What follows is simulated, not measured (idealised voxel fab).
The document below concerns the process module designated voxel wiring stack.
Cross-sectional view cut (width: 215 nm; square cell size: 5 nm).
Just so we're on the same page, the cross-sections are grids of square cells, and they're listed out in bands top to bottom, each band one or more rows deep.
This entry defines a band. It first specifies the height of the band's top and the height of its bottom in nm, and then specifies the band's materials from left to right, stating each material with its width in nm. The word "all across" identifies a single material that fills the band from edge to edge, while the word "empty" identifies empty space.
Height reference: 0 = level under which incoming wafer is all one material. Lowest band: no bottom, runs on downward, e.g. "0 nm and below".
So if you see something like "30..40" for the width, read it as the top row of the band sitting at the first number and the bottom row at the second, with every row in between moving by the same amount as the last.
"no modification" means the step left every cell of the cross-section as it was.
Trapped cavities: empty space of 8 cells or more with no open way to the top, each as width x height at its distance from the left edge, in nm
That trailing text on a step's line, after the settings, is the simulator's own remark on the step.
When a step includes a mask, the "overlay nm" setting on its line states how far to the right of its planned place that mask lay, and negative values state how far to the left.

The process steps that were planned are listed below
| 1 | op RECEIVE | material Si |
| 2 | op CONFORMAL_DEP | material SiO2 | thk nm 15 |
| 3 | op DIRECTIONAL_DEP | material TiN | thk nm 5 |
| 4 | op DIRECTIONAL_DEP | material Ru | thk nm 20 |
| 5 | op DIRECTIONAL_DEP | material aC | thk nm 10 |
| 6 | op PATTERN | tone cover | mask id METAL_1 | material resist | width nm 25 | pitch nm 50 | thk nm 30 | overlay nm 0 |
| 7 | op DIRECTIONAL_ETCH | etch materials aC | depth nm 10 |
| 8 | op STRIP | etch materials resist |
| 9 | op DIRECTIONAL_ETCH | etch materials Ru | depth nm 20 |
| 10 | op DIRECTIONAL_ETCH | etch materials TiN | depth nm 5 |
| 11 | op STRIP | etch materials aC |
| 12 | op FILL_DEP | material SiO2 | thk nm 10 |
| 13 | op CMP | height nm 40 |
| 14 | op CONFORMAL_DEP | material SiCN | thk nm 5 |
| 15 | op DIRECTIONAL_DEP | material SiO2 | thk nm 20 |
| 16 | op MASKED_ETCH | tone open | mask id PLUG_1 | width nm 15 | pitch nm 50 | etch materials SiO2 | depth nm 20 | overlay nm 0 |
| 17 | op MASKED_ETCH | tone open | mask id PLUG_1 | width nm 15 | pitch nm 50 | etch materials SiCN | depth nm 5 | overlay nm 0 |
| 18 | op EPI | material Ru | thk nm 10 |
| 19 | op EPI | material Ru | thk nm 10 |
| 20 | op EPI | material Ru | thk nm 5 |
| 21 | op DIRECTIONAL_DEP | material TiN | thk nm 5 |
| 22 | op DIRECTIONAL_DEP | material Ru | thk nm 15 |
| 23 | op DIRECTIONAL_DEP | material aC | thk nm 10 |
| 24 | op PATTERN | tone cover | mask id METAL_2 | material resist | width nm 25 | pitch nm 50 | thk nm 30 | overlay nm 0 |
| 25 | op DIRECTIONAL_ETCH | etch materials aC | depth nm 10 |
| 26 | op STRIP | etch materials resist |
| 27 | op DIRECTIONAL_ETCH | etch materials Ru | depth nm 15 |
| 28 | op DIRECTIONAL_ETCH | etch materials TiN | depth nm 5 |
| 29 | op STRIP | etch materials aC |
| 30 | op FILL_DEP | material SiO2 | thk nm 5 |
| 31 | op CMP | height nm 85 |
| 32 | op CONFORMAL_DEP | material SiCN | thk nm 5 |
| 33 | op DIRECTIONAL_DEP | material lowk | thk nm 10 |
| 34 | op MASKED_ETCH | tone open | mask id PLUG_2 | width nm 15 | pitch nm 50 | etch materials lowk | depth nm 10 | overlay nm 0 |
| 35 | op MASKED_ETCH | tone open | mask id PLUG_2 | width nm 15 | pitch nm 50 | etch materials SiCN | depth nm 5 | overlay nm 0 |
| 36 | op CONFORMAL_DEP | material TiN | thk nm 5 |
| 37 | op FILL_DEP | material W | thk nm 5 |
| 38 | op CMP | height nm 100 |
| 39 | op CONFORMAL_DEP | material SiN | thk nm 5 |
| 40 | op DIRECTIONAL_DEP | material SiO2 | thk nm 25 |
| 41 | op PATTERN | tone open | mask id METAL_3 | material resist | width nm 25 | pitch nm 50 | thk nm 20 | overlay nm 0 |
| 42 | op DIRECTIONAL_ETCH | etch materials SiO2 | depth nm 25 |
| 43 | op DIRECTIONAL_ETCH | etch materials SiN | depth nm 5 |
| 44 | op STRIP | etch materials resist |
| 45 | op CONFORMAL_DEP | material TiN | thk nm 5 |
| 46 | op FILL_DEP | material Cu | thk nm 5 |
| 47 | op CMP | height nm 130 |
| 48 | op CONFORMAL_DEP | material SiCN | thk nm 5 |
| 49 | op DIRECTIONAL_DEP | material SiO2 | thk nm 20 |
| 50 | op MASKED_ETCH | tone open | mask id PLUG_3 | width nm 15 | etch materials SiO2 | depth nm 20 | overlay nm 0 |
| 51 | op MASKED_ETCH | tone open | mask id PLUG_3 | width nm 15 | etch materials SiCN | depth nm 5 | overlay nm 0 |
| 52 | op EPI | material Ru | thk nm 10 |
| 53 | op EPI | material Ru | thk nm 10 |
| 54 | op EPI | material Ru | thk nm 5 |
| 55 | op CONFORMAL_DEP | material SiCN | thk nm 5 |
| 56 | op DIRECTIONAL_DEP | material lowk | thk nm 25 |
| 57 | op MASKED_ETCH | tone open | mask id METAL_4 | width nm 25 | pitch nm 50 | etch materials lowk | depth nm 25 | overlay nm 0 |
| 58 | op MASKED_ETCH | tone open | mask id METAL_4 | width nm 25 | pitch nm 50 | etch materials SiCN | depth nm 5 | overlay nm 0 |
| 59 | op CONFORMAL_DEP | material TiN | thk nm 5 |
| 60 | op FILL_DEP | material Cu | thk nm 10 |
| 61 | op CMP | height nm 185 |
| 62 | op CONFORMAL_DEP | material SiN | thk nm 5 |

As-received wafer cross-section (after step 1)
> 0 nm and below | Si all across
> Trapped cavities: none

End-of-module cross-section of the first of two wafers, processed as planned
> 190 nm to 185 nm | SiN all across
> 185 nm to 160 nm | 70 of lowk | 5 of TiN | 15 of Cu | 5 of TiN | 25 of lowk | 5 of TiN | 15 of Cu | 5 of TiN | 70 of lowk
> 160 nm to 155 nm | 70 of SiCN | 25 of TiN | 25 of SiCN | 25 of TiN | 70 of SiCN
> 155 nm to 135 nm | 70 of SiO2 | 15 of Ru | 130 of SiO2
> 135 nm to 130 nm | 70 of SiCN | 15 of Ru | 130 of SiCN
> 130 nm to 105 nm | 70 of SiO2 | 5 of TiN | 15 of Cu | 5 of TiN | 25 of SiO2 | 5 of TiN | 15 of Cu | 5 of TiN | 70 of SiO2
> 105 nm to 100 nm | 70 of SiN | 25 of TiN | 25 of SiN | 25 of TiN | 70 of SiN
> 100 nm to 90 nm | 70 of lowk | 5 of TiN | 5 of W | 5 of TiN | 35 of lowk | 5 of TiN | 5 of W | 5 of TiN | 80 of lowk
> 90 nm to 85 nm | 70 of SiCN | 15 of TiN | 35 of SiCN | 15 of TiN | 80 of SiCN
> 85 nm to 70 nm | 70 of SiO2 | 25 of Ru | 25 of SiO2 | 25 of Ru | 70 of SiO2
> 70 nm to 65 nm | 70 of SiO2 | 25 of TiN | 25 of SiO2 | 25 of TiN | 70 of SiO2
> 65 nm to 45 nm | 70 of SiO2 | 15 of Ru | 35 of SiO2 | 15 of Ru | 80 of SiO2
> 45 nm to 40 nm | 70 of SiCN | 15 of Ru | 35 of SiCN | 15 of Ru | 80 of SiCN
> 40 nm to 20 nm | 70 of SiO2 | 25 of Ru | 25 of SiO2 | 25 of Ru | 70 of SiO2
> 20 nm to 15 nm | 70 of SiO2 | 25 of TiN | 25 of SiO2 | 25 of TiN | 70 of SiO2
> 15 nm to 0 nm | SiO2 all across
> 0 nm and below | Si all across
> Trapped cavities: none

Second wafer at the end: like start, like plan, one mistake
> 190 nm to 185 nm | SiN all across
> 185 nm to 160 nm | 70 of lowk | 5 of TiN | 15 of Cu | 5 of TiN | 25 of lowk | 5 of TiN | 15 of Cu | 5 of TiN | 70 of lowk
> 160 nm to 155 nm | 70 of SiCN | 25 of TiN | 25 of SiCN | 25 of TiN | 70 of SiCN
> 155 nm to 135 nm | 70 of SiO2 | 15 of Ru | 130 of SiO2
> 135 nm to 130 nm | 70 of SiCN | 15 of Ru | 130 of SiCN
> 130 nm to 105 nm | 70 of SiO2 | 5 of TiN | 15 of Cu | 5 of TiN | 25 of SiO2 | 5 of TiN | 15 of Cu | 5 of TiN | 70 of SiO2
> 105 nm to 100 nm | 70 of SiN | 25 of TiN | 25 of SiN | 25 of TiN | 70 of SiN
> 100 nm to 90 nm | 70 of lowk | 5 of TiN | 5 of W | 5 of TiN | 35 of lowk | 5 of TiN | 5 of W | 5 of TiN | 80 of lowk
> 90 nm to 85 nm | 70 of SiCN | 15 of TiN | 35 of SiCN | 15 of TiN | 80 of SiCN
> 85 nm to 80 nm | 70 of SiO2 | 25 of Ru | 25 of SiO2 | 25 of Ru | 70 of SiO2
> 80 nm to 75 nm | 70 of SiO2 | 25 of TiN | 25 of SiO2 | 25 of TiN | 70 of SiO2
> 75 nm to 65 nm | 60 of SiO2 | 35 of Ru | 15 of SiO2 | 35 of Ru | 70 of SiO2
> 65 nm to 45 nm | 70 of SiO2 | 15 of Ru | 35 of SiO2 | 15 of Ru | 80 of SiO2
> 45 nm to 40 nm | 70 of SiCN | 15 of Ru | 35 of SiCN | 15 of Ru | 80 of SiCN
> 40 nm to 20 nm | 70 of SiO2 | 25 of Ru | 25 of SiO2 | 25 of Ru | 70 of SiO2
> 20 nm to 15 nm | 70 of SiO2 | 25 of TiN | 25 of SiO2 | 25 of TiN | 70 of SiO2
> 15 nm to 0 nm | SiO2 all across
> 0 nm and below | Si all across
> Trapped cavities: none
Here's what went sideways: it cannot be told which of the identical steps 18 and 19 was the one run twice
Cell-count delta at end, second wafer over first, by material: Ru +8, SiO2 -8
